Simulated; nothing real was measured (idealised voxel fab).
process module | voxel tone inversion
cross-section cut | 275 nm wide | cells 5 nm
A cross-section is a grid of square cells, given in bands from the top down. A band is one or more rows of cells.
Each band's line starts with the height of the band's top and of its bottom, in nm. Then come its materials from left to right, each with its width in nm. One material with "throughout" fills the band from edge to edge. "air" is empty space.
Height 0 is the level under which the wafer as received is all one material. The lowest band goes on downwards, as in "0 down".
A width such as "30 to 40" changes by the same amount from each row of cells to the next, from the band's top row to its bottom row.
"no change" after a step means that no cell of the cross-section changed.
closed voids: empty space of 8 cells or more with no open way to the top, each as width x height at its distance from the left edge, in nm
after a step's settings: what the simulator itself notes on the step
overlay nm, on a step with a mask: how far to the right of its planned place the mask lay; to the left if negative
plan
1 op RECEIVE | material Si
2 op CONFORMAL_DEP | material SiCN | thk nm 5
3 op DIRECTIONAL_DEP | material aC | thk nm 25
4 op PATTERN | tone cover | mask id POSTS | material resist | width nm 15 | pitch nm 35 | thk nm 35 | overlay nm 0
5 op DIRECTIONAL_ETCH | etch materials aC | depth nm 25
6 op STRIP | etch materials resist
7 op FILL_DEP | material lowk | thk nm 10
8 op CMP | height nm 30
9 op STRIP | etch materials aC
as received, after step 1
  0 down: Si throughout
  closed voids: none
first wafer at the end, as planned
  30 to 5: lowk 75 | air 15 | lowk 20 | air 15 | lowk 20 | air 15 | lowk 20 | air 15 | lowk 80
  5 to 0: SiCN throughout
  0 down: Si throughout
  closed voids: none
second wafer at the end: like start, like plan, one mistake
  30 to 25: lowk throughout
  25 to 0: lowk 75 | aC 15 | lowk 20 | aC 15 | lowk 20 | aC 15 | lowk 20 | aC 15 | lowk 80
  0 down: Si throughout
  closed voids: none
what went wrong: step 2 was left out
at the end the second wafer has, in cells: 55 fewer of SiCN | 60 more of aC | 55 more of lowk
